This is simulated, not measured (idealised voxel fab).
process module | voxel self aligned vias
cross-section cut | 245 nm wide | cells 5 nm
A cross-section is a grid of square cells, given in bands from the top down. A band is one or more rows of cells.
Each band's line starts with the height of the band's top and of its bottom, in nm. Then come its materials from left to right, each with its width in nm. One material with "throughout" fills the band from edge to edge. "air" is empty space.
Height 0 is the level under which the wafer as received is all one material. The lowest band goes on downwards, as in "0 down".
A width such as "30 to 40" changes by the same amount from each row of cells to the next, from the band's top row to its bottom row.
"no change" after a step means that no cell of the cross-section changed.
closed voids: empty space of 8 cells or more with no open way to the top, each as width x height at its distance from the left edge, in nm
after a step's settings: what the simulator itself notes on the step
overlay nm, on a step with a mask: how far to the right of its planned place the mask lay; to the left if negative
plan
1 op RECEIVE | material Si
2 op CONFORMAL_DEP | material SiO2 | thk nm 10
3 op CONFORMAL_DEP | material SiCN | thk nm 5
4 op DIRECTIONAL_DEP | material lowk | thk nm 25
5 op MASKED_ETCH | tone open | mask id LINES | width nm 25 | pitch nm 75 | etch materials lowk | depth nm 25 | overlay nm 0
6 op CONFORMAL_DEP | material TiN | thk nm 5
7 op FILL_DEP | material Ru | thk nm 10
8 op CMP | height nm 40
9 op SELECTIVE_ETCH | etch materials W Ru TiN | depth nm 5
10 op FILL_DEP | material SiN | thk nm 5
11 op CMP | height nm 40
12 op DIRECTIONAL_DEP | material lowk | thk nm 15
13 op DIRECTIONAL_DEP | material aC | thk nm 10
14 op PATTERN | tone open | mask id VIAS | material resist | width nm 45 | thk nm 25 | overlay nm 0
15 op DIRECTIONAL_ETCH | etch materials aC | depth nm 10
16 op STRIP | etch materials resist
17 op DIRECTIONAL_ETCH | etch materials lowk | depth nm 15
18 op DIRECTIONAL_ETCH | etch materials SiN | depth nm 5
19 op STRIP | etch materials aC
20 op CONFORMAL_DEP | material TiN | thk nm 5
21 op FILL_DEP | material Ru | thk nm 10
22 op CMP | height nm 55
23 op CONFORMAL_DEP | material SiCN | thk nm 5
as received, after step 1
  0 down: Si throughout
  closed voids: none
first wafer at the end, as planned
  60 to 55: SiCN throughout
  55 to 45: lowk 60 | TiN 5 | Ru 35 | TiN 5 | lowk 140
  45 to 40: lowk 60 | TiN 15 | Ru 15 | TiN 15 | lowk 140
  40 to 35: lowk 70 | TiN 25 | lowk 50 | SiN 25 | lowk 75
  35 to 20: lowk 70 | TiN 5 | Ru 15 | TiN 5 | lowk 50 | TiN 5 | Ru 15 | TiN 5 | lowk 75
  20 to 15: lowk 70 | TiN 25 | lowk 50 | TiN 25 | lowk 75
  15 to 10: SiCN throughout
  10 to 0: SiO2 throughout
  0 down: Si throughout
  closed voids: none
second wafer at the end: like start, like plan, one mistake
  60 to 55: SiCN throughout
  55 to 45: lowk 60 | TiN 5 | Ru 35 | TiN 5 | lowk 140
  45 to 40: lowk 60 | TiN 15 | Ru 20 | TiN 10 | lowk 140
  40 to 35: lowk 70 | TiN 30 | lowk 45 | SiN 30 | lowk 70
  35 to 20: lowk 70 | TiN 5 | Ru 20 | TiN 5 | lowk 45 | TiN 5 | Ru 20 | TiN 5 | lowk 70
  20 to 15: lowk 70 | TiN 30 | lowk 45 | TiN 30 | lowk 70
  15 to 10: SiCN throughout
  10 to 0: SiO2 throughout
  0 down: Si throughout
  closed voids: none
what went wrong: step 5 ran as: op MASKED_ETCH | tone open | mask id LINES | width nm 30 | pitch nm 75 | etch materials lowk | depth nm 25 | overlay nm 0
at the end the second wafer has, in cells: 7 more of Ru | 1 more of SiN | 2 more of TiN | 10 fewer of lowk
